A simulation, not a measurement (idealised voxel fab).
Herein follows the process module entitled voxel transistor to metal.
In the cross-section labelled cut, the width is 205 nm and each square cell is 5 nm.
In this document a cross-section is written as a grid of square cells. It is given as a series of bands, listed from the top down, and a band is one or more rows of cells. Top height, bottom height, nm. Materials left to right, width each, nm. Single material + "full width" = fills band edge to edge. "blank" = empty. We count height from 0. Below that, the starting wafer is all one material. The lowest band never ends at the bottom but goes on down; see "0 nm and below" for how that is written. Width "30..40": first value at the band's top row of cells, second value at its bottom row, equal change from row to row. A step reported as "nothing was modified" is a step in which no cell of the cross-section changed. You'll see "Closed voids list" listing empty spaces that have no way open to the top, as long as they're 8 cells or more; the notation is width x height at distance, where the distance is from the left edge, and all of it is in nm. On a step's line, text after the settings is the simulator commenting on that step. Regarding "overlay nm": on a step with a mask, it is the distance the mask lay to the right of its planned place; a negative value places it to the left.

SET OUT BELOW ARE THE PLANNED STEPS OF THE PROCESS
1 RECEIVE [material Si]
2 CONFORMAL_DEP [material SiO2] [thk nm 5]
3 CONFORMAL_DEP [material SiN] [thk nm 15]
4 DIRECTIONAL_DEP [material aC] [thk nm 15]
5 PATTERN [tone cover] [mask id ACTIVE] [material resist] [width nm 105] [thk nm 30] [overlay nm 0]
6 DIRECTIONAL_ETCH [etch materials aC] [depth nm 15]
7 STRIP [etch materials resist]
8 DIRECTIONAL_ETCH [etch materials SiN] [depth nm 15]
9 DIRECTIONAL_ETCH [etch materials SiO2] [depth nm 5]
10 DIRECTIONAL_ETCH [etch materials Si] [depth nm 35]
11 STRIP [etch materials aC]
12 FILL_DEP [material SiO2] [thk nm 15]
13 CMP [height nm 20]
14 SELECTIVE_ETCH [etch materials SiO2] [depth nm 15]
15 STRIP [etch materials SiN]
16 SELECTIVE_ETCH [etch materials SiO2] [depth nm 5]
17 OXIDIZE [depth nm 5]
18 DIRECTIONAL_DEP [material polySi] [thk nm 20]
19 DIRECTIONAL_DEP [material SiCN] [thk nm 10]
20 MASKED_ETCH [tone cover] [mask id GATE] [width nm 25] [etch materials SiCN] [depth nm 20] [overlay nm 0]
21 MASKED_ETCH [tone cover] [mask id GATE] [width nm 25] [etch materials polySi] [depth nm 30] [overlay nm 0]
22 CONFORMAL_DEP [material SiO2] [thk nm 5]
23 DIRECTIONAL_ETCH [etch materials SiO2] [depth nm 5]
24 CONFORMAL_DEP [material SiN] [thk nm 10]
25 DIRECTIONAL_ETCH [etch materials SiN] [depth nm 10]
26 DIRECTIONAL_ETCH [etch materials SiO2] [depth nm 5]
27 DIRECTIONAL_ETCH [etch materials Si] [depth nm 15]
28 EPI [material nSi] [thk nm 15]
29 FILL_DEP [material SiO2] [thk nm 5]
30 CMP [height nm 30]
31 DIRECTIONAL_DEP [material SiO2] [thk nm 15]
32 PATTERN [tone open] [mask id CONTACT] [material resist] [width nm 25] [pitch nm 60] [thk nm 20] [overlay nm 0]
33 DIRECTIONAL_ETCH [etch materials SiO2] [depth nm 35]
34 STRIP [etch materials resist]
35 CONFORMAL_DEP [material TiN] [thk nm 5]
36 FILL_DEP [material Ru] [thk nm 5]
37 CMP [height nm 45]
38 DIRECTIONAL_DEP [material TiN] [thk nm 5]
39 DIRECTIONAL_DEP [material Ru] [thk nm 20]
40 PATTERN [tone cover] [mask id METAL_1] [material resist] [width nm 15] [pitch nm 70] [thk nm 20] [overlay nm 0]
41 DIRECTIONAL_ETCH [etch materials Ru] [depth nm 20]
42 DIRECTIONAL_ETCH [etch materials TiN] [depth nm 5]
43 STRIP [etch materials resist]
44 CONFORMAL_DEP [material SiN] [thk nm 5]
45 FILL_DEP [material SiO2] [thk nm 5]
46 CMP [height nm 70]
47 CONFORMAL_DEP [material SiN] [thk nm 5]

RUN AS PLANNED: FIRST OF TWO WAFERS

AS-RECEIVED STATE OF THE WAFER IN CROSS-SECTION, EQUIVALENT TO POST-STEP 1
> 0 nm and below | Si full width
> Closed voids list: none

ONCE STEP 2 IS THROUGH, THE WAFER LOOKS LIKE THIS IN CROSS-SECTION
> 5 nm to 0 nm | SiO2 full width
> below 0: unchanged

ONCE STEP 3 IS THROUGH, THE WAFER LOOKS LIKE THIS IN CROSS-SECTION
> 20 nm to 5 nm | SiN full width
> below 5: unchanged

ONCE STEP 4 IS THROUGH, THE WAFER LOOKS LIKE THIS IN CROSS-SECTION
> 35 nm to 20 nm | aC full width
> below 20: unchanged

ONCE STEP 5 IS THROUGH, THE WAFER LOOKS LIKE THIS IN CROSS-SECTION
> 65 nm to 35 nm | 50 nm blank; 105 nm resist; 50 nm blank
> below 35: unchanged

ONCE STEP 6 IS THROUGH, THE WAFER LOOKS LIKE THIS IN CROSS-SECTION
> 50 nm to 35 nm | 50 nm blank; 105 nm resist; 50 nm blank
> 35 nm to 20 nm | 50 nm blank; 105 nm aC; 50 nm blank
> below 20: unchanged

ONCE STEP 7 IS THROUGH, THE WAFER LOOKS LIKE THIS IN CROSS-SECTION
> 35 nm to 20 nm | 50 nm blank; 105 nm aC; 50 nm blank
> below 20: unchanged

ONCE STEP 8 IS THROUGH, THE WAFER LOOKS LIKE THIS IN CROSS-SECTION
> 35 nm to 20 nm | 50 nm blank; 105 nm aC; 50 nm blank
> 20 nm to 5 nm | 50 nm blank; 105 nm SiN; 50 nm blank
> below 5: unchanged

ONCE STEP 9 IS THROUGH, THE WAFER LOOKS LIKE THIS IN CROSS-SECTION
> 35 nm to 20 nm | 50 nm blank; 105 nm aC; 50 nm blank
> 20 nm to 5 nm | 50 nm blank; 105 nm SiN; 50 nm blank
> 5 nm to 0 nm | 50 nm blank; 105 nm SiO2; 50 nm blank
> below 0: unchanged

ONCE STEP 10 IS THROUGH, THE WAFER LOOKS LIKE THIS IN CROSS-SECTION
> 35 nm to 20 nm | 50 nm blank; 105 nm aC; 50 nm blank
> 20 nm to 5 nm | 50 nm blank; 105 nm SiN; 50 nm blank
> 5 nm to 0 nm | 50 nm blank; 105 nm SiO2; 50 nm blank
> 0 nm to -35 nm | 50 nm blank; 105 nm Si; 50 nm blank
> below -35: unchanged

ONCE STEP 11 IS THROUGH, THE WAFER LOOKS LIKE THIS IN CROSS-SECTION
> 20 nm to 5 nm | 50 nm blank; 105 nm SiN; 50 nm blank
> below 5: unchanged

ONCE STEP 12 IS THROUGH, THE WAFER LOOKS LIKE THIS IN CROSS-SECTION
> 35 nm to 20 nm | SiO2 full width
> 20 nm to 5 nm | 50 nm SiO2; 105 nm SiN; 50 nm SiO2
> 5 nm to 0 nm | SiO2 full width
> 0 nm to -35 nm | 50 nm SiO2; 105 nm Si; 50 nm SiO2
> below -35: unchanged

ONCE STEP 13 IS THROUGH, THE WAFER LOOKS LIKE THIS IN CROSS-SECTION
> 20 nm to 5 nm | 50 nm SiO2; 105 nm SiN; 50 nm SiO2
> below 5: unchanged

ONCE STEP 14 IS THROUGH, THE WAFER LOOKS LIKE THIS IN CROSS-SECTION
> 20 nm to 5 nm | 50 nm blank; 105 nm SiN; 50 nm blank
> below 5: unchanged

ONCE STEP 15 IS THROUGH, THE WAFER LOOKS LIKE THIS IN CROSS-SECTION
> 5 nm to 0 nm | SiO2 full width
> below 0: unchanged

ONCE STEP 16 IS THROUGH, THE WAFER LOOKS LIKE THIS IN CROSS-SECTION
> 0 nm to -35 nm | 50 nm SiO2; 105 nm Si; 50 nm SiO2
> below -35: unchanged

ONCE STEP 17 IS THROUGH, THE WAFER LOOKS LIKE THIS IN CROSS-SECTION
> 0 nm to -5 nm | SiO2 full width
> below -5: unchanged

ONCE STEP 18 IS THROUGH, THE WAFER LOOKS LIKE THIS IN CROSS-SECTION
> 20 nm to 0 nm | polySi full width
> below 0: unchanged

ONCE STEP 19 IS THROUGH, THE WAFER LOOKS LIKE THIS IN CROSS-SECTION
> 30 nm to 20 nm | SiCN full width
> below 20: unchanged

ONCE STEP 20 IS THROUGH, THE WAFER LOOKS LIKE THIS IN CROSS-SECTION
> 30 nm to 20 nm | 90 nm blank; 25 nm SiCN; 90 nm blank
> below 20: unchanged

ONCE STEP 21 IS THROUGH, THE WAFER LOOKS LIKE THIS IN CROSS-SECTION
> 30 nm to 20 nm | 90 nm blank; 25 nm SiCN; 90 nm blank
> 20 nm to 0 nm | 90 nm blank; 25 nm polySi; 90 nm blank
> below 0: unchanged

ONCE STEP 22 IS THROUGH, THE WAFER LOOKS LIKE THIS IN CROSS-SECTION
> 35 nm to 30 nm | 85 nm blank; 35 nm SiO2; 85 nm blank
> 30 nm to 20 nm | 85 nm blank; 5 nm SiO2; 25 nm SiCN; 5 nm SiO2; 85 nm blank
> 20 nm to 5 nm | 85 nm blank; 5 nm SiO2; 25 nm polySi; 5 nm SiO2; 85 nm blank
> 5 nm to 0 nm | 90 nm SiO2; 25 nm polySi; 90 nm SiO2
> below 0: unchanged

ONCE STEP 23 IS THROUGH, THE WAFER LOOKS LIKE THIS IN CROSS-SECTION
> 30 nm to 20 nm | 85 nm blank; 5 nm SiO2; 25 nm SiCN; 5 nm SiO2; 85 nm blank
> 20 nm to 0 nm | 85 nm blank; 5 nm SiO2; 25 nm polySi; 5 nm SiO2; 85 nm blank
> below 0: unchanged

ONCE STEP 24 IS THROUGH, THE WAFER LOOKS LIKE THIS IN CROSS-SECTION
> 40 nm to 30 nm | 75 nm blank; 55 nm SiN; 75 nm blank
> 30 nm to 20 nm | 75 nm blank; 10 nm SiN; 5 nm SiO2; 25 nm SiCN; 5 nm SiO2; 10 nm SiN; 75 nm blank
> 20 nm to 10 nm | 75 nm blank; 10 nm SiN; 5 nm SiO2; 25 nm polySi; 5 nm SiO2; 10 nm SiN; 75 nm blank
> 10 nm to 0 nm | 85 nm SiN; 5 nm SiO2; 25 nm polySi; 5 nm SiO2; 85 nm SiN
> below 0: unchanged

ONCE STEP 25 IS THROUGH, THE WAFER LOOKS LIKE THIS IN CROSS-SECTION
> 30 nm to 20 nm | 75 nm blank; 10 nm SiN; 5 nm SiO2; 25 nm SiCN; 5 nm SiO2; 10 nm SiN; 75 nm blank
> 20 nm to 0 nm | 75 nm blank; 10 nm SiN; 5 nm SiO2; 25 nm polySi; 5 nm SiO2; 10 nm SiN; 75 nm blank
> below 0: unchanged

ONCE STEP 26 IS THROUGH, THE WAFER LOOKS LIKE THIS IN CROSS-SECTION
> 30 nm to 25 nm | 75 nm blank; 10 nm SiN; 5 nm blank; 25 nm SiCN; 5 nm blank; 10 nm SiN; 75 nm blank
> 25 nm to 20 nm | 75 nm blank; 10 nm SiN; 5 nm SiO2; 25 nm SiCN; 5 nm SiO2; 10 nm SiN; 75 nm blank
> 20 nm to 0 nm | 75 nm blank; 10 nm SiN; 5 nm SiO2; 25 nm polySi; 5 nm SiO2; 10 nm SiN; 75 nm blank
> 0 nm to -5 nm | 75 nm blank; 55 nm SiO2; 75 nm blank
> below -5: unchanged

ONCE STEP 27 IS THROUGH, THE WAFER LOOKS LIKE THIS IN CROSS-SECTION
> 30 nm to 25 nm | 75 nm blank; 10 nm SiN; 5 nm blank; 25 nm SiCN; 5 nm blank; 10 nm SiN; 75 nm blank
> 25 nm to 20 nm | 75 nm blank; 10 nm SiN; 5 nm SiO2; 25 nm SiCN; 5 nm SiO2; 10 nm SiN; 75 nm blank
> 20 nm to 0 nm | 75 nm blank; 10 nm SiN; 5 nm SiO2; 25 nm polySi; 5 nm SiO2; 10 nm SiN; 75 nm blank
> 0 nm to -5 nm | 75 nm blank; 55 nm SiO2; 75 nm blank
> -5 nm to -20 nm | 50 nm SiO2; 25 nm blank; 55 nm Si; 25 nm blank; 50 nm SiO2
> below -20: unchanged

ONCE STEP 28 IS THROUGH, THE WAFER LOOKS LIKE THIS IN CROSS-SECTION
> 30 nm to 25 nm | 75 nm blank; 10 nm SiN; 5 nm blank; 25 nm SiCN; 5 nm blank; 10 nm SiN; 75 nm blank
> 25 nm to 20 nm | 75 nm blank; 10 nm SiN; 5 nm SiO2; 25 nm SiCN; 5 nm SiO2; 10 nm SiN; 75 nm blank
> 20 nm to 10 nm | 75 nm blank; 10 nm SiN; 5 nm SiO2; 25 nm polySi; 5 nm SiO2; 10 nm SiN; 75 nm blank
> 10 nm to 0 nm | 60 nm blank; 15 nm nSi; 10 nm SiN; 5 nm SiO2; 25 nm polySi; 5 nm SiO2; 10 nm SiN; 15 nm nSi; 60 nm blank
> 0 nm to -5 nm | 60 nm blank; 15 nm nSi; 55 nm SiO2; 15 nm nSi; 60 nm blank
> -5 nm to -20 nm | 50 nm SiO2; 25 nm nSi; 55 nm Si; 25 nm nSi; 50 nm SiO2
> below -20: unchanged

ONCE STEP 29 IS THROUGH, THE WAFER LOOKS LIKE THIS IN CROSS-SECTION
> 35 nm to 30 nm | SiO2 full width
> 30 nm to 20 nm | 75 nm SiO2; 10 nm SiN; 5 nm SiO2; 25 nm SiCN; 5 nm SiO2; 10 nm SiN; 75 nm SiO2
> 20 nm to 10 nm | 75 nm SiO2; 10 nm SiN; 5 nm SiO2; 25 nm polySi; 5 nm SiO2; 10 nm SiN; 75 nm SiO2
> 10 nm to 0 nm | 60 nm SiO2; 15 nm nSi; 10 nm SiN; 5 nm SiO2; 25 nm polySi; 5 nm SiO2; 10 nm SiN; 15 nm nSi; 60 nm SiO2
> 0 nm to -5 nm | 60 nm SiO2; 15 nm nSi; 55 nm SiO2; 15 nm nSi; 60 nm SiO2
> below -5: unchanged

ONCE STEP 30 IS THROUGH, THE WAFER LOOKS LIKE THIS IN CROSS-SECTION
> 30 nm to 20 nm | 75 nm SiO2; 10 nm SiN; 5 nm SiO2; 25 nm SiCN; 5 nm SiO2; 10 nm SiN; 75 nm SiO2
> below 20: unchanged

ONCE STEP 31 IS THROUGH, THE WAFER LOOKS LIKE THIS IN CROSS-SECTION
> 45 nm to 30 nm | SiO2 full width
> below 30: unchanged

ONCE STEP 32 IS THROUGH, THE WAFER LOOKS LIKE THIS IN CROSS-SECTION
> 65 nm to 45 nm | 60 nm resist; 25 nm blank; 35 nm resist; 25 nm blank; 60 nm resist
> below 45: unchanged

ONCE STEP 33 IS THROUGH, THE WAFER LOOKS LIKE THIS IN CROSS-SECTION
> 65 nm to 45 nm | 60 nm resist; 25 nm blank; 35 nm resist; 25 nm blank; 60 nm resist
> 45 nm to 30 nm | 60 nm SiO2; 25 nm blank; 35 nm SiO2; 25 nm blank; 60 nm SiO2
> 30 nm to 20 nm | 60 nm SiO2; 15 nm blank; 10 nm SiN; 5 nm SiO2; 25 nm SiCN; 5 nm SiO2; 10 nm SiN; 15 nm blank; 60 nm SiO2
> 20 nm to 10 nm | 60 nm SiO2; 15 nm blank; 10 nm SiN; 5 nm SiO2; 25 nm polySi; 5 nm SiO2; 10 nm SiN; 15 nm blank; 60 nm SiO2
> below 10: unchanged

ONCE STEP 34 IS THROUGH, THE WAFER LOOKS LIKE THIS IN CROSS-SECTION
> 45 nm to 30 nm | 60 nm SiO2; 25 nm blank; 35 nm SiO2; 25 nm blank; 60 nm SiO2
> below 30: unchanged

ONCE STEP 35 IS THROUGH, THE WAFER LOOKS LIKE THIS IN CROSS-SECTION
> 50 nm to 45 nm | 65 nm TiN; 15 nm blank; 45 nm TiN; 15 nm blank; 65 nm TiN
> 45 nm to 35 nm | 60 nm SiO2; 5 nm TiN; 15 nm blank; 5 nm TiN; 35 nm SiO2; 5 nm TiN; 15 nm blank; 5 nm TiN; 60 nm SiO2
> 35 nm to 30 nm | 60 nm SiO2; 5 nm TiN; 5 nm blank; 15 nm TiN; 35 nm SiO2; 15 nm TiN; 5 nm blank; 5 nm TiN; 60 nm SiO2
> 30 nm to 20 nm | 60 nm SiO2; 5 nm TiN; 5 nm blank; 5 nm TiN; 10 nm SiN; 5 nm SiO2; 25 nm SiCN; 5 nm SiO2; 10 nm SiN; 5 nm TiN; 5 nm blank; 5 nm TiN; 60 nm SiO2
> 20 nm to 15 nm | 60 nm SiO2; 5 nm TiN; 5 nm blank; 5 nm TiN; 10 nm SiN; 5 nm SiO2; 25 nm polySi; 5 nm SiO2; 10 nm SiN; 5 nm TiN; 5 nm blank; 5 nm TiN; 60 nm SiO2
> 15 nm to 10 nm | 60 nm SiO2; 15 nm TiN; 10 nm SiN; 5 nm SiO2; 25 nm polySi; 5 nm SiO2; 10 nm SiN; 15 nm TiN; 60 nm SiO2
> below 10: unchanged

ONCE STEP 36 IS THROUGH, THE WAFER LOOKS LIKE THIS IN CROSS-SECTION
> 55 nm to 50 nm | Ru full width
> 50 nm to 45 nm | 65 nm TiN; 15 nm Ru; 45 nm TiN; 15 nm Ru; 65 nm TiN
> 45 nm to 35 nm | 60 nm SiO2; 5 nm TiN; 15 nm Ru; 5 nm TiN; 35 nm SiO2; 5 nm TiN; 15 nm Ru; 5 nm TiN; 60 nm SiO2
> 35 nm to 30 nm | 60 nm SiO2; 5 nm TiN; 5 nm Ru; 15 nm TiN; 35 nm SiO2; 15 nm TiN; 5 nm Ru; 5 nm TiN; 60 nm SiO2
> 30 nm to 20 nm | 60 nm SiO2; 5 nm TiN; 5 nm Ru; 5 nm TiN; 10 nm SiN; 5 nm SiO2; 25 nm SiCN; 5 nm SiO2; 10 nm SiN; 5 nm TiN; 5 nm Ru; 5 nm TiN; 60 nm SiO2
> 20 nm to 15 nm | 60 nm SiO2; 5 nm TiN; 5 nm Ru; 5 nm TiN; 10 nm SiN; 5 nm SiO2; 25 nm polySi; 5 nm SiO2; 10 nm SiN; 5 nm TiN; 5 nm Ru; 5 nm TiN; 60 nm SiO2
> below 15: unchanged

ONCE STEP 37 IS THROUGH, THE WAFER LOOKS LIKE THIS IN CROSS-SECTION
> 45 nm to 35 nm | 60 nm SiO2; 5 nm TiN; 15 nm Ru; 5 nm TiN; 35 nm SiO2; 5 nm TiN; 15 nm Ru; 5 nm TiN; 60 nm SiO2
> below 35: unchanged

ONCE STEP 38 IS THROUGH, THE WAFER LOOKS LIKE THIS IN CROSS-SECTION
> 50 nm to 45 nm | TiN full width
> below 45: unchanged

ONCE STEP 39 IS THROUGH, THE WAFER LOOKS LIKE THIS IN CROSS-SECTION
> 70 nm to 50 nm | Ru full width
> below 50: unchanged

ONCE STEP 40 IS THROUGH, THE WAFER LOOKS LIKE THIS IN CROSS-SECTION
> 90 nm to 70 nm | 60 nm blank; 15 nm resist; 55 nm blank; 15 nm resist; 60 nm blank
> below 70: unchanged

ONCE STEP 41 IS THROUGH, THE WAFER LOOKS LIKE THIS IN CROSS-SECTION
> 90 nm to 70 nm | 60 nm blank; 15 nm resist; 55 nm blank; 15 nm resist; 60 nm blank
> 70 nm to 50 nm | 60 nm blank; 15 nm Ru; 55 nm blank; 15 nm Ru; 60 nm blank
> below 50: unchanged

ONCE STEP 42 IS THROUGH, THE WAFER LOOKS LIKE THIS IN CROSS-SECTION
> 90 nm to 70 nm | 60 nm blank; 15 nm resist; 55 nm blank; 15 nm resist; 60 nm blank
> 70 nm to 50 nm | 60 nm blank; 15 nm Ru; 55 nm blank; 15 nm Ru; 60 nm blank
> 50 nm to 45 nm | 60 nm blank; 15 nm TiN; 55 nm blank; 15 nm TiN; 60 nm blank
> below 45: unchanged

ONCE STEP 43 IS THROUGH, THE WAFER LOOKS LIKE THIS IN CROSS-SECTION
> 70 nm to 50 nm | 60 nm blank; 15 nm Ru; 55 nm blank; 15 nm Ru; 60 nm blank
> below 50: unchanged

ONCE STEP 44 IS THROUGH, THE WAFER LOOKS LIKE THIS IN CROSS-SECTION
> 75 nm to 70 nm | 55 nm blank; 25 nm SiN; 45 nm blank; 25 nm SiN; 55 nm blank
> 70 nm to 50 nm | 55 nm blank; 5 nm SiN; 15 nm Ru; 5 nm SiN; 45 nm blank; 5 nm SiN; 15 nm Ru; 5 nm SiN; 55 nm blank
> 50 nm to 45 nm | 60 nm SiN; 15 nm TiN; 55 nm SiN; 15 nm TiN; 60 nm SiN
> below 45: unchanged

ONCE STEP 45 IS THROUGH, THE WAFER LOOKS LIKE THIS IN CROSS-SECTION
> 80 nm to 75 nm | SiO2 full width
> 75 nm to 70 nm | 55 nm SiO2; 25 nm SiN; 45 nm SiO2; 25 nm SiN; 55 nm SiO2
> 70 nm to 50 nm | 55 nm SiO2; 5 nm SiN; 15 nm Ru; 5 nm SiN; 45 nm SiO2; 5 nm SiN; 15 nm Ru; 5 nm SiN; 55 nm SiO2
> below 50: unchanged

ONCE STEP 46 IS THROUGH, THE WAFER LOOKS LIKE THIS IN CROSS-SECTION
> 70 nm to 50 nm | 55 nm SiO2; 5 nm SiN; 15 nm Ru; 5 nm SiN; 45 nm SiO2; 5 nm SiN; 15 nm Ru; 5 nm SiN; 55 nm SiO2
> below 50: unchanged

ONCE STEP 47 IS THROUGH, THE WAFER LOOKS LIKE THIS IN CROSS-SECTION
> 75 nm to 70 nm | SiN full width
> below 70: unchanged

SECOND WAFER - SHARED START AND PLAN WITH THE FIRST - ONE ERROR IN RUNNING - SAME AS THE FIRST UP TO STEP 43 INCLUSIVE

SECOND WAFER: CROSS-SECTION AT THE SCHEDULED END OF STEP 44
> 85 nm to 70 nm | 45 nm blank; 45 nm SiN; 25 nm blank; 45 nm SiN; 45 nm blank
> 70 nm to 60 nm | 45 nm blank; 15 nm SiN; 15 nm Ru; 15 nm SiN; 25 nm blank; 15 nm SiN; 15 nm Ru; 15 nm SiN; 45 nm blank
> 60 nm to 50 nm | 60 nm SiN; 15 nm Ru; 55 nm SiN; 15 nm Ru; 60 nm SiN
> 50 nm to 45 nm | 60 nm SiN; 15 nm TiN; 55 nm SiN; 15 nm TiN; 60 nm SiN
> below 45: unchanged

SECOND WAFER: CROSS-SECTION AT THE SCHEDULED END OF STEP 45
> 90 nm to 85 nm | SiO2 full width
> 85 nm to 70 nm | 45 nm SiO2; 45 nm SiN; 25 nm SiO2; 45 nm SiN; 45 nm SiO2
> 70 nm to 60 nm | 45 nm SiO2; 15 nm SiN; 15 nm Ru; 15 nm SiN; 25 nm SiO2; 15 nm SiN; 15 nm Ru; 15 nm SiN; 45 nm SiO2
> below 60: unchanged

SECOND WAFER: CROSS-SECTION AT THE SCHEDULED END OF STEP 46
> 70 nm to 60 nm | 45 nm SiO2; 15 nm SiN; 15 nm Ru; 15 nm SiN; 25 nm SiO2; 15 nm SiN; 15 nm Ru; 15 nm SiN; 45 nm SiO2
> below 60: unchanged

SECOND WAFER: CROSS-SECTION AT THE SCHEDULED END OF STEP 47
> 75 nm to 70 nm | SiN full width
> below 70: unchanged
Which mistake was made when the wafer was run? planned and actual differ for step 44; actual: CONFORMAL_DEP [material SiN] [thk nm 15]
It is noted that, at the conclusion of processing, the second wafer exhibits a higher or lower cell count for certain materials relative to the first: +78 SiN | -78 SiO2
